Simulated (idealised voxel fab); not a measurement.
Process module, titled voxel self aligned vias
The width of the displayed cross-section, cut, is 265 nm; its cells are square, with a size of 5 nm.
For the purposes of this document, a cross-section shall be understood as a grid of square cells, specified as bands listed in top-to-bottom order, each band consisting of one or more rows of cells.
Top height, bottom height, nm. Materials left to right, width each, nm. Single material + "all across" = fills band edge to edge. "air" = empty.
Beneath 0, the wafer as received is one material, and that level is where height counting begins. The lowest band goes on downward without a bottom; it is written like "from 0 down".
It should be noted that a width expressed as "30 to 40" varies in equal increments from row to row of cells within the band, taking the value of the first number at the top row and that of the second number at the bottom row.
Reading "all unchanged" for a step: not a cell of the cross-section changed in it.
Closed empty spaces (no open way to the top) of 8 cells or more are what "Enclosed void entries" lists, each as width x height at distance from the left edge, nm for all three.
On each step's line, the part that comes after the settings is the simulator's own comment on the step.
The optional step-line setting "overlay nm" applies to steps with a mask and quantifies how far to the right of its planned location the mask lay, a negative value indicating leftward placement.

## Listed below are the process steps as planned
1) RECEIVE with material Si
2) CONFORMAL_DEP with material SiO2, thk nm 15
3) CONFORMAL_DEP with material SiCN, thk nm 5
4) DIRECTIONAL_DEP with material lowk, thk nm 25
5) DIRECTIONAL_DEP with material aC, thk nm 15
6) PATTERN with tone open, mask id LINES, material resist, width nm 20, pitch nm 60, thk nm 35, overlay nm 0
7) DIRECTIONAL_ETCH with etch materials aC, depth nm 15
8) STRIP with etch materials resist
9) DIRECTIONAL_ETCH with etch materials lowk, depth nm 25
10) STRIP with etch materials aC
11) CONFORMAL_DEP with material TiN, thk nm 5
12) FILL_DEP with material W, thk nm 5
13) CMP with height nm 45
14) SELECTIVE_ETCH with etch materials W Ru TiN, depth nm 10
15) FILL_DEP with material SiN, thk nm 10
16) CMP with height nm 45
17) DIRECTIONAL_DEP with material lowk, thk nm 15
18) DIRECTIONAL_DEP with material aC, thk nm 15
19) PATTERN with tone open, mask id VIAS, material resist, width nm 30, pitch nm 60, thk nm 35, overlay nm 0
20) DIRECTIONAL_ETCH with etch materials aC, depth nm 15
21) STRIP with etch materials resist
22) DIRECTIONAL_ETCH with etch materials lowk, depth nm 15
23) DIRECTIONAL_ETCH with etch materials SiN, depth nm 10
24) STRIP with etch materials aC
25) CONFORMAL_DEP with material TiN, thk nm 5
26) FILL_DEP with material W, thk nm 10
27) CMP with height nm 60
28) CONFORMAL_DEP with material SiN, thk nm 5

## Cross-section of the wafer upon arrival, representing the state reached after step 1
    from 0 down = Si all across
    Enclosed void entries: none

## This is how the wafer looks in cross-section once the module is done, given the starting state and plan above and one mistake in carrying the plan out
    from 70 to 65 = SiN all across
    from 65 to 60 = TiN=60 / W=20 / TiN=40 / W=20 / TiN=40 / W=20 / TiN=65
    from 60 to 50 = lowk=55 / TiN=5 / W=20 / TiN=5 / lowk=30 / TiN=5 / W=20 / TiN=5 / lowk=30 / TiN=5 / W=20 / TiN=5 / lowk=60
    from 50 to 40 = lowk=55 to 60 / TiN=10 to 5 / W=10 / TiN=10 to 5 / lowk=30 to 40 / TiN=10 to 5 / W=10 / TiN=10 to 5 / lowk=30 to 40 / TiN=10 to 5 / W=10 / TiN=10 to 5 / lowk=60 to 65
    from 40 to 35 = lowk=60 / TiN=20 / lowk=40 / TiN=20 / lowk=40 / TiN=20 / lowk=65
    from 35 to 25 = lowk=60 / TiN=5 / W=10 / TiN=5 / lowk=40 / TiN=5 / W=10 / TiN=5 / lowk=40 / TiN=5 / W=10 / TiN=5 / lowk=65
    from 25 to 20 = lowk=60 / TiN=20 / lowk=40 / TiN=20 / lowk=40 / TiN=20 / lowk=65
    from 20 to 15 = SiCN all across
    from 15 to 0 = SiO2 all across
    from 0 down = Si all across
    Enclosed void entries: none
Plan not followed: contrary to plan, step 27 was performed as CMP with height nm 65
